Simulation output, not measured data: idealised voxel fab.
Module name: voxel capacitor over wiring (process module)
Square cells of 5 nm make up the cross-section cut, whose width is 220 nm.
When this document writes out a cross-section, it uses a grid of square cells and lists it as bands, beginning at the top and moving down, with a band standing for one or more rows of cells.
The band entry comprises the height of the band's top followed by the height of its bottom, expressed in nm, and subsequently the band's materials from left to right, each stated together with its width in nm. Where a single material is marked with the word "everywhere", that material fills the band from edge to edge. The word "empty" represents empty space.
All heights in this document are referenced to 0, defined as the level beneath which the wafer, as received, consists entirely of one material. The lowest band is not bounded below; it extends indefinitely downward and is written in the form "top 0, no bottom".
Per-row width for "30 to 40": begins at first number (top row of band), ends at second number (bottom row), increment between rows held constant.
When a step is marked "changes: none", none of the cells in the cross-section changed during that step.
Under "Entrapped voids" you'll find the enclosed gaps, the ones with no way out to the top, that are 8 cells or bigger; each reads width x height at distance, with distance counted from the left edge, everything in nm.
Text after the settings on a step's line: the simulator's own remark on that step.
A step's line can hold "overlay nm"; with a mask on that step, the setting says how far right of the planned place the mask lay, while a negative setting says it lay to the left.

Steps in the process plan:
| 1 | RECEIVE,material Si |
| 2 | CONFORMAL_DEP,material SiO2,thk nm 10 |
| 3 | DIRECTIONAL_DEP,material TiN,thk nm 5 |
| 4 | DIRECTIONAL_DEP,material W,thk nm 15 |
| 5 | DIRECTIONAL_DEP,material aC,thk nm 10 |
| 6 | PATTERN,tone cover,mask id METAL_1,material resist,width nm 20,pitch nm 70,thk nm 30,overlay nm 0 |
| 7 | DIRECTIONAL_ETCH,etch materials aC,depth nm 10 |
| 8 | STRIP,etch materials resist |
| 9 | DIRECTIONAL_ETCH,etch materials W,depth nm 15 |
| 10 | DIRECTIONAL_ETCH,etch materials TiN,depth nm 5 |
| 11 | STRIP,etch materials aC |
| 12 | CONFORMAL_DEP,material SiCN,thk nm 5 |
| 13 | FILL_DEP,material SiO2,thk nm 5 |
| 14 | CMP,height nm 30 |
| 15 | CONFORMAL_DEP,material SiCN,thk nm 5 |
| 16 | DIRECTIONAL_DEP,material SiO2,thk nm 15 |
| 17 | MASKED_ETCH,tone open,mask id PLUG_1,width nm 15,etch materials SiO2,depth nm 15,overlay nm 0 |
| 18 | MASKED_ETCH,tone open,mask id PLUG_1,width nm 15,etch materials SiCN,depth nm 5,overlay nm 0 |
| 19 | CONFORMAL_DEP,material TiN,thk nm 5 |
| 20 | FILL_DEP,material Ru,thk nm 5 |
| 21 | CMP,height nm 50 |
| 22 | DIRECTIONAL_DEP,material TiN,thk nm 10 |
| 23 | DIRECTIONAL_DEP,material HfO2,thk nm 5 |
| 24 | DIRECTIONAL_DEP,material TiN,thk nm 5 |
| 25 | PATTERN,tone cover,mask id UPPER_PLATE,material resist,width nm 55,thk nm 15,overlay nm 0 |
| 26 | DIRECTIONAL_ETCH,etch materials TiN,depth nm 5 |
| 27 | DIRECTIONAL_ETCH,etch materials HfO2,depth nm 5 |
| 28 | STRIP,etch materials resist |
| 29 | DIRECTIONAL_DEP,material aC,thk nm 10 |
| 30 | PATTERN,tone cover,mask id LOWER_PLATE,material resist,width nm 65,thk nm 25,overlay nm 0 |
| 31 | DIRECTIONAL_ETCH,etch materials aC,depth nm 10 |
| 32 | STRIP,etch materials resist |
| 33 | DIRECTIONAL_ETCH,etch materials TiN,depth nm 10 |
| 34 | STRIP,etch materials aC |
| 35 | FILL_DEP,material SiO2,thk nm 15 |
| 36 | CMP,height nm 80 |
| 37 | PATTERN,tone open,mask id PLUG_2,material resist,width nm 15,thk nm 20,overlay nm 0 |
| 38 | DIRECTIONAL_ETCH,etch materials SiO2,depth nm 10 |
| 39 | STRIP,etch materials resist |
| 40 | CONFORMAL_DEP,material TiN,thk nm 5 |
| 41 | FILL_DEP,material Ru,thk nm 10 |
| 42 | CMP,height nm 80 |
| 43 | CONFORMAL_DEP,material SiN,thk nm 5 |
It is noted that the wafers described herein are identical at the outset and are distinguished by the thk nm of step 40; the value stated in the plan corresponds to the first wafer.

First of several wafers (as received, post step 1), cross-sectional view:
* top 0, no bottom | Si everywhere
* Entrapped voids: none

End of the module, past its last step, step 43: how the first of several wafers looks in cross-section:
* top 85, bottom 80 | SiN everywhere
* top 80, bottom 75 | 80 nm SiO2; 5 nm TiN; 5 nm Ru; 5 nm TiN; 125 nm SiO2
* top 75, bottom 65 | 80 to 70 nm SiO2; 15 to 55 nm TiN; 125 to 95 nm SiO2
* top 65, bottom 60 | 70 nm SiO2; 55 nm HfO2; 95 nm SiO2
* top 60, bottom 50 | 65 nm SiO2; 65 nm TiN; 90 nm SiO2
* top 50, bottom 35 | 70 nm SiO2; 5 nm TiN; 5 nm Ru; 5 nm TiN; 135 nm SiO2
* top 35, bottom 30 | 70 nm SiCN; 15 nm TiN; 135 nm SiCN
* top 30, bottom 15 | 60 nm SiO2; 5 nm SiCN; 20 nm W; 5 nm SiCN; 40 nm SiO2; 5 nm SiCN; 20 nm W; 5 nm SiCN; 60 nm SiO2
* top 15, bottom 10 | 65 nm SiCN; 20 nm TiN; 50 nm SiCN; 20 nm TiN; 65 nm SiCN
* top 10, bottom 0 | SiO2 everywhere
* top 0, no bottom | Si everywhere
* Entrapped voids: none

Cross-section, module end, final of several wafers:
* top 85, bottom 80 | SiN everywhere
* top 80, bottom 70 | 80 nm SiO2; 15 nm TiN; 125 nm SiO2
* top 70, bottom 65 | 70 nm SiO2; 55 nm TiN; 95 nm SiO2
* top 65, bottom 60 | 70 nm SiO2; 55 nm HfO2; 95 nm SiO2
* top 60, bottom 50 | 65 nm SiO2; 65 nm TiN; 90 nm SiO2
* top 50, bottom 35 | 70 nm SiO2; 5 nm TiN; 5 nm Ru; 5 nm TiN; 135 nm SiO2
* top 35, bottom 30 | 70 nm SiCN; 15 nm TiN; 135 nm SiCN
* top 30, bottom 15 | 60 nm SiO2; 5 nm SiCN; 20 nm W; 5 nm SiCN; 40 nm SiO2; 5 nm SiCN; 20 nm W; 5 nm SiCN; 60 nm SiO2
* top 15, bottom 10 | 65 nm SiCN; 20 nm TiN; 50 nm SiCN; 20 nm TiN; 65 nm SiCN
* top 10, bottom 0 | SiO2 everywhere
* top 0, no bottom | Si everywhere
* Entrapped voids: none

Heads up, this table goes wafer by wafer. A row tells you, at the end of the module, how many cells of each material that wafer has put on (+) or dropped (-) since it was received, and then its closed voids:
thk nm 5; +11 HfO2; +4 Ru; +89 SiCN; +44 SiN; +517 SiO2; +59 TiN; +24 W; Entrapped voids: none
thk nm 10; +11 HfO2; +3 Ru; +89 SiCN; +44 SiN; +517 SiO2; +60 TiN; +24 W; Entrapped voids: none
thk nm 15; +11 HfO2; +3 Ru; +89 SiCN; +44 SiN; +517 SiO2; +60 TiN; +24 W; Entrapped voids: none
thk nm 20; +11 HfO2; +3 Ru; +89 SiCN; +44 SiN; +517 SiO2; +60 TiN; +24 W; Entrapped voids: none
